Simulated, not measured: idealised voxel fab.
Documented hereafter: the process module known as voxel air gaps.
This is section cut - it's 180 nm across, gridded in 5 nm square cells.
This document writes a cross-section as a grid whose cells are square, and gives it as bands, listed from the top down; one or more rows of cells form a band.
The band entry comprises the height of the band's top followed by the height of its bottom, expressed in nm, and subsequently the band's materials from left to right, each stated together with its width in nm. Where a single material is marked with the word "full width", that material fills the band from edge to edge. The word "empty" represents empty space.
Below 0: as-received wafer, all one material; heights counted from there. Lowest band: no bottom, goes on down, written "0 and below".
Quick explanation for "30 to 40": the width changes in equal steps down the rows of cells, from the first number in the band's top row to the second number in its bottom row.
What does "no alteration" mean for a step? It means no cell of the cross-section changed in that step.
If an empty space has no open way to the top and is at least 8 cells in size, "Voids, enclosed" lists it, written width x height at distance, where distance is measured from the left edge and every value is in nm.
Formally, on a step line, whatever follows the settings is a remark that the simulator itself makes on the step.
On any step carrying a mask, the "overlay nm" setting, if present on the step's line, tells how far right of its planned place the mask lay; negative values point to the left.
Steps in the process plan
- 1: RECEIVE (material Si)
- 2: CONFORMAL_DEP (material SiO2; thk nm 10)
- 3: CONFORMAL_DEP (material SiN; thk nm 5)
- 4: DIRECTIONAL_DEP (material SiO2; thk nm 40)
- 5: MASKED_ETCH (tone open; mask id LINES; width nm 25; pitch nm 55; etch materials SiO2; depth nm 40; overlay nm 0)
- 6: CONFORMAL_DEP (material TiN; thk nm 5)
- 7: FILL_DEP (material Ru; thk nm 10)
- 8: CMP (height nm 55)
- 9: EPI (material Ru; thk nm 10)
- 10: SELECTIVE_ETCH (etch materials SiO2; depth nm 50)
- 11: CONFORMAL_DEP (material SiCN; thk nm 5)
What sets these wafers apart? The thk nm at step 3. They all start alike, and the plan carries the first wafer's value.
The first of several wafers as received, shown in cross-section; this is its state after step 1
  0 and below  Si full width
  Voids, enclosed: none
Cross-sectional representation of the first of several wafers at the end of the module, i.e. after its terminal step, step 11
  70 down to 65  empty (5); SiCN (165); empty (10)
  65 down to 55  empty (5); SiCN (5); Ru (45); SiCN (10); Ru (45); SiCN (10); Ru (45); SiCN (5); empty (10)
  55 down to 50  empty (5); SiCN (15); TiN (5); Ru (15); TiN (5); SiCN (30); TiN (5); Ru (15); TiN (5); SiCN (30); TiN (5); Ru (15); TiN (5); SiCN (15); empty (10)
  50 down to 20  empty (15); SiCN (5); TiN (5); Ru (15); TiN (5); SiCN (5); empty (20); SiCN (5); TiN (5); Ru (15); TiN (5); SiCN (5); empty (20); SiCN (5); TiN (5); Ru (15); TiN (5); SiCN (5); empty (20)
  20 down to 15  SiCN (20); TiN (25); SiCN (30); TiN (25); SiCN (30); TiN (25); SiCN (25)
  15 down to 10  SiN full width
  10 down to 0  SiO2 full width
  0 and below  Si full width
  Voids, enclosed: 20 x 30 at 50; 20 x 30 at 105
Cross-sectional view of the final wafer of several at the module's end
  70 down to 65  empty (5); SiCN (165); empty (10)
  65 down to 55  empty (5); SiCN (5); Ru (45); SiCN (10); Ru (45); SiCN (10); Ru (45); SiCN (5); empty (10)
  55 down to 50  empty (5); SiCN (15); TiN (5); Ru (15); TiN (5); SiCN (30); TiN (5); Ru (15); TiN (5); SiCN (30); TiN (5); Ru (15); TiN (5); SiCN (15); empty (10)
  50 down to 35  empty (15); SiCN (5); TiN (5); Ru (15); TiN (5); SiCN (5); empty (20); SiCN (5); TiN (5); Ru (15); TiN (5); SiCN (5); empty (20); SiCN (5); TiN (5); Ru (15); TiN (5); SiCN (5); empty (20)
  35 down to 30  SiCN (20); TiN (25); SiCN (30); TiN (25); SiCN (30); TiN (25); SiCN (25)
  30 down to 10  SiN full width
  10 down to 0  SiO2 full width
  0 and below  Si full width
  Voids, enclosed: 20 x 15 at 50; 20 x 15 at 105
Where each wafer stands at the end of the module, a row apiece: cells of each material gained (+) or lost (-) since it was received, then closed voids
thk nm 5 | +117 Ru | +120 SiCN | +36 SiN | +72 SiO2 | +57 TiN | Voids, enclosed: 20 x 30 at 50; 20 x 30 at 105
thk nm 10 | +108 Ru | +114 SiCN | +72 SiN | +72 SiO2 | +51 TiN | Voids, enclosed: 20 x 25 at 50; 20 x 25 at 105
thk nm 15 | +99 Ru | +108 SiCN | +108 SiN | +72 SiO2 | +45 TiN | Voids, enclosed: 20 x 20 at 50; 20 x 20 at 105
thk nm 20 | +90 Ru | +102 SiCN | +144 SiN | +72 SiO2 | +39 TiN | Voids, enclosed: 20 x 15 at 50; 20 x 15 at 105
